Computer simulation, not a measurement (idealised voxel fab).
This section sets out a process module, namely voxel self aligned vias.
This is section cut - it's 295 nm across, gridded in 5 nm square cells.
Cross-section, as written here: a square-cell grid given band by band from the top down, where a band holds one or more rows of cells. Band: top and bottom heights (nm) first, top before bottom; then materials from left to right, widths in nm. "everywhere" marks a sole material filling the band edge to edge. "blank" denotes empty space. Height 0 is the level under which the wafer as received is all one material. The lowest band goes on downwards, as in "z 0 and below". Top row gets the first number, bottom row gets the second, and each row in between changes by the same step: that is how a band width like "30->40" works. A step reported as "nothing got changed" is a step in which no cell of the cross-section changed. Empty spaces counting at least 8 cells and having no open way to the top are listed in "Enclosed voids". The notation width x height at distance is used for each, the distance being from the left edge and all three values in nm. Note: text after step settings on the step line = simulator remark on that step. You can add "overlay nm" to a step's line. For a step with a mask, it describes how far the mask lay to the right of its planned position, and a negative number describes a lay to the left.

List of planned process steps
1) RECEIVE | material Si
2) CONFORMAL_DEP | material SiO2 | thk nm 15
3) CONFORMAL_DEP | material SiCN | thk nm 5
4) DIRECTIONAL_DEP | material SiO2 | thk nm 30
5) PATTERN | tone open | mask id LINES | material resist | width nm 25 | pitch nm 60 | thk nm 20 | overlay nm 0
6) DIRECTIONAL_ETCH | etch materials SiO2 | depth nm 30
7) STRIP | etch materials resist
8) CONFORMAL_DEP | material TiN | thk nm 5
9) FILL_DEP | material W | thk nm 10
10) CMP | height nm 50
11) SELECTIVE_ETCH | etch materials W Ru TiN | depth nm 5
12) FILL_DEP | material SiN | thk nm 10
13) CMP | height nm 50
14) DIRECTIONAL_DEP | material SiO2 | thk nm 15
15) DIRECTIONAL_DEP | material aC | thk nm 15
16) PATTERN | tone open | mask id VIAS | material resist | width nm 35 | pitch nm 60 | thk nm 30 | overlay nm 0
17) DIRECTIONAL_ETCH | etch materials aC | depth nm 15
18) STRIP | etch materials resist
19) DIRECTIONAL_ETCH | etch materials SiO2 | depth nm 15
20) DIRECTIONAL_ETCH | etch materials SiN | depth nm 5
21) STRIP | etch materials aC
22) CONFORMAL_DEP | material TiN | thk nm 5
23) FILL_DEP | material Cu | thk nm 10
24) CMP | height nm 65
25) CONFORMAL_DEP | material SiN | thk nm 5

Cross-section: wafer on arrival = after step 1
> z 0 and below: Si everywhere
> Enclosed voids: none

Cross-section taken at module completion on the first of two wafers; processed per the plan
> z 70 to 65: SiN everywhere
> z 65 to 55: SiO2 70 nm; TiN 5 nm; Cu 25 nm; TiN 5 nm; SiO2 25 nm; TiN 5 nm; Cu 25 nm; TiN 5 nm; SiO2 25 nm; TiN 5 nm; Cu 25 nm; TiN 5 nm; SiO2 70 nm
> z 55 to 50: SiO2 70 nm; TiN 10 nm; Cu 15 nm; TiN 10 nm; SiO2 25 nm; TiN 10 nm; Cu 15 nm; TiN 10 nm; SiO2 25 nm; TiN 10 nm; Cu 15 nm; TiN 10 nm; SiO2 70 nm
> z 50 to 45: SiO2 75 nm; TiN 25 nm; SiO2 35 nm; TiN 25 nm; SiO2 35 nm; TiN 25 nm; SiO2 75 nm
> z 45 to 25: SiO2 75 nm; TiN 5 nm; W 15 nm; TiN 5 nm; SiO2 35 nm; TiN 5 nm; W 15 nm; TiN 5 nm; SiO2 35 nm; TiN 5 nm; W 15 nm; TiN 5 nm; SiO2 75 nm
> z 25 to 20: SiO2 75 nm; TiN 25 nm; SiO2 35 nm; TiN 25 nm; SiO2 35 nm; TiN 25 nm; SiO2 75 nm
> z 20 to 15: SiCN everywhere
> z 15 to 0: SiO2 everywhere
> z 0 and below: Si everywhere
> Enclosed voids: none

Cross-section, wafer two of two, end of module: same start and plan as wafer one, one error in execution
> z 70 to 65: SiN everywhere
> z 65 to 55: SiO2 70 nm; TiN 5 nm; Cu 25 nm; TiN 5 nm; SiO2 25 nm; TiN 5 nm; Cu 25 nm; TiN 5 nm; SiO2 25 nm; TiN 5 nm; Cu 25 nm; TiN 5 nm; SiO2 70 nm
> z 55 to 50: SiO2 70 nm; TiN 10 nm; Cu 20 nm; TiN 5 nm; SiO2 25 nm; TiN 10 nm; Cu 20 nm; TiN 5 nm; SiO2 25 nm; TiN 10 nm; Cu 20 nm; TiN 5 nm; SiO2 70 nm
> z 50 to 45: SiO2 75 nm; TiN 30 nm; SiO2 30 nm; TiN 30 nm; SiO2 30 nm; TiN 30 nm; SiO2 70 nm
> z 45 to 25: SiO2 75 nm; TiN 5 nm; W 20 nm; TiN 5 nm; SiO2 30 nm; TiN 5 nm; W 20 nm; TiN 5 nm; SiO2 30 nm; TiN 5 nm; W 20 nm; TiN 5 nm; SiO2 70 nm
> z 25 to 20: SiO2 75 nm; TiN 30 nm; SiO2 30 nm; TiN 30 nm; SiO2 30 nm; TiN 30 nm; SiO2 70 nm
> z 20 to 15: SiCN everywhere
> z 15 to 0: SiO2 everywhere
> z 0 and below: Si everywhere
> Enclosed voids: none
Against the plan, the run slipped here: note that step 5 departed from the planned setting and was carried out as PATTERN | tone open | mask id LINES | material resist | width nm 30 | pitch nm 60 | thk nm 20 | overlay nm 0
Wrapping up, a cell-based count of both wafers puts the second over or under the first for these materials: +3 Cu; -18 SiO2; +3 TiN; +12 W
